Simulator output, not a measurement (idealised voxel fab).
process module | voxel self aligned vias
cross-section cut | 245 nm wide | cells 5 nm
A cross-section is a grid of square cells, given in bands from the top down. A band is one or more rows of cells.
Each band's line starts with the height of the band's top and of its bottom, in nm. Then come its materials from left to right, each with its width in nm. One material with "throughout" fills the band from edge to edge. "air" is empty space.
Height 0 is the level under which the wafer as received is all one material. The lowest band goes on downwards, as in "0 down".
A width such as "30 to 40" changes by the same amount from each row of cells to the next, from the band's top row to its bottom row.
"no change" after a step means that no cell of the cross-section changed.
closed voids: empty space of 8 cells or more with no open way to the top, each as width x height at its distance from the left edge, in nm
after a step's settings: what the simulator itself notes on the step
overlay nm, on a step with a mask: how far to the right of its planned place the mask lay; to the left if negative
plan
1 op RECEIVE | material Si
2 op CONFORMAL_DEP | material SiO2 | thk nm 10
3 op CONFORMAL_DEP | material SiCN | thk nm 5
4 op DIRECTIONAL_DEP | material lowk | thk nm 25
5 op DIRECTIONAL_DEP | material aC | thk nm 15
6 op PATTERN | tone open | mask id LINES | material resist | width nm 25 | pitch nm 60 | thk nm 35 | overlay nm 0
7 op DIRECTIONAL_ETCH | etch materials aC | depth nm 15
8 op STRIP | etch materials resist
9 op DIRECTIONAL_ETCH | etch materials lowk | depth nm 25
10 op STRIP | etch materials aC
11 op CONFORMAL_DEP | material TiN | thk nm 5
12 op FILL_DEP | material W | thk nm 5
13 op CMP | height nm 40
14 op SELECTIVE_ETCH | etch materials W Ru TiN | depth nm 5
15 op FILL_DEP | material SiN | thk nm 10
16 op CMP | height nm 40
17 op DIRECTIONAL_DEP | material lowk | thk nm 20
18 op DIRECTIONAL_DEP | material aC | thk nm 10
19 op PATTERN | tone open | mask id VIAS | material resist | width nm 35 | pitch nm 60 | thk nm 25 | overlay nm -15
20 op DIRECTIONAL_ETCH | etch materials aC | depth nm 10
21 op STRIP | etch materials resist
22 op DIRECTIONAL_ETCH | etch materials lowk | depth nm 20
23 op DIRECTIONAL_ETCH | etch materials SiN | depth nm 5
24 op STRIP | etch materials aC
25 op CONFORMAL_DEP | material TiN | thk nm 5
26 op FILL_DEP | material Ru | thk nm 10
27 op CMP | height nm 60
28 op CONFORMAL_DEP | material SiN | thk nm 5
varied across the wafers: overlay nm of step 19. The plan shows the first wafer's value. All wafers start alike
first wafer as received, after step 1
  0 down: Si throughout
  closed voids: none
first wafer at the end, after step 28
  65 to 60: SiN throughout
  60 to 45: lowk 60 | TiN 5 | Ru 25 | TiN 5 | lowk 25 | TiN 5 | Ru 25 | TiN 5 | lowk 90
  45 to 40: lowk 60 | TiN 25 | Ru 5 | TiN 5 | lowk 25 | TiN 25 | Ru 5 | TiN 5 | lowk 90
  40 to 35: lowk 80 | TiN 15 | SiN 10 | lowk 35 | TiN 15 | SiN 10 | lowk 80
  35 to 20: lowk 80 | TiN 5 | W 15 | TiN 5 | lowk 35 | TiN 5 | W 15 | TiN 5 | lowk 80
  20 to 15: lowk 80 | TiN 25 | lowk 35 | TiN 25 | lowk 80
  15 to 10: SiCN throughout
  10 to 0: SiO2 throughout
  0 down: Si throughout
  closed voids: none
last wafer at the end
  65 to 60: SiN throughout
  60 to 45: lowk 90 | TiN 5 | Ru 25 | TiN 5 | lowk 25 | TiN 5 | Ru 25 | TiN 5 | lowk 60
  45 to 40: lowk 90 | TiN 5 | Ru 5 | TiN 25 | lowk 25 | TiN 5 | Ru 5 | TiN 25 | lowk 60
  40 to 35: lowk 80 | SiN 10 | TiN 15 | lowk 35 | SiN 10 | TiN 15 | lowk 80
  35 to 20: lowk 80 | TiN 5 | W 15 | TiN 5 | lowk 35 | TiN 5 | W 15 | TiN 5 | lowk 80
  20 to 15: lowk 80 | TiN 25 | lowk 35 | TiN 25 | lowk 80
  15 to 10: SiCN throughout
  10 to 0: SiO2 throughout
  0 down: Si throughout
  closed voids: none
each wafer at the end: cells of each material gained (+) or lost (-) since it was received, then its closed voids
overlay nm -15 | +32 Ru | +49 SiCN | +53 SiN | +98 SiO2 | +52 TiN | +18 W | +335 lowk | closed voids: none
overlay nm -10 | +34 Ru | +49 SiCN | +51 SiN | +98 SiO2 | +52 TiN | +18 W | +335 lowk | closed voids: none
overlay nm -5 | +36 Ru | +49 SiCN | +49 SiN | +98 SiO2 | +52 TiN | +18 W | +335 lowk | closed voids: none
overlay nm 0 | +36 Ru | +49 SiCN | +49 SiN | +98 SiO2 | +52 TiN | +18 W | +335 lowk | closed voids: none
overlay nm 5 | +36 Ru | +49 SiCN | +49 SiN | +98 SiO2 | +52 TiN | +18 W | +335 lowk | closed voids: none
overlay nm 10 | +34 Ru | +49 SiCN | +51 SiN | +98 SiO2 | +52 TiN | +18 W | +335 lowk | closed voids: none
overlay nm 15 | +32 Ru | +49 SiCN | +53 SiN | +98 SiO2 | +52 TiN | +18 W | +335 lowk | closed voids: none
